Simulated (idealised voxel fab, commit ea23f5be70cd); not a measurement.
process module | voxel lift off
cross-section cut | 155 nm wide | cells 5 nm
A cross-section is a grid of square cells, given in bands from the top down. A band is one or more rows of cells.
Each band's line starts with the height of the band's top and of its bottom, in nm. Then come its materials from left to right, each with its width in nm. One material with "throughout" fills the band from edge to edge. "air" is empty space.
Height 0 is the level under which the wafer as received is all one material. The lowest band goes on downwards, as in "0 down".
A width such as "30 to 40" changes by the same amount from each row of cells to the next, from the band's top row to its bottom row.
"no change" after a step means that no cell of the cross-section changed.
closed voids: empty space of 8 cells or more with no open way to the top, each as width x height at its distance from the left edge, in nm
after a step's settings: what the simulator itself notes on the step
overlay nm, on a step with a mask: how far to the right of its planned place the mask lay; to the left if negative
plan
1 op RECEIVE | material Si
2 op CONFORMAL_DEP | material SiN | thk nm 10
3 op PATTERN | tone open | mask id LINES | material resist | width nm 25 | pitch nm 40 | thk nm 30 | overlay nm 0
4 op DIRECTIONAL_DEP | material Ru | thk nm 15
5 op STRIP | etch materials resist
6 op CONFORMAL_DEP | material SiCN | thk nm 5
as received, after step 1
  0 down: Si throughout
  closed voids: none
a wafer at the end: this start, this plan, one mistake
  35 to 30: air 20 | SiCN 35 | air 5 | SiCN 35 | air 5 | SiCN 35 | air 20
  30 to 15: air 20 | SiCN 5 | Ru 25 | SiCN 5 | air 5 | SiCN 5 | Ru 25 | SiCN 5 | air 5 | SiCN 5 | Ru 25 | SiCN 5 | air 20
  15 to 10: SiCN 25 | Ru 25 | SiCN 15 | Ru 25 | SiCN 15 | Ru 25 | SiCN 25
  10 to 0: SiN throughout
  0 down: Si throughout
  closed voids: none
what went wrong: step 4 ran as: op DIRECTIONAL_DEP | material Ru | thk nm 20
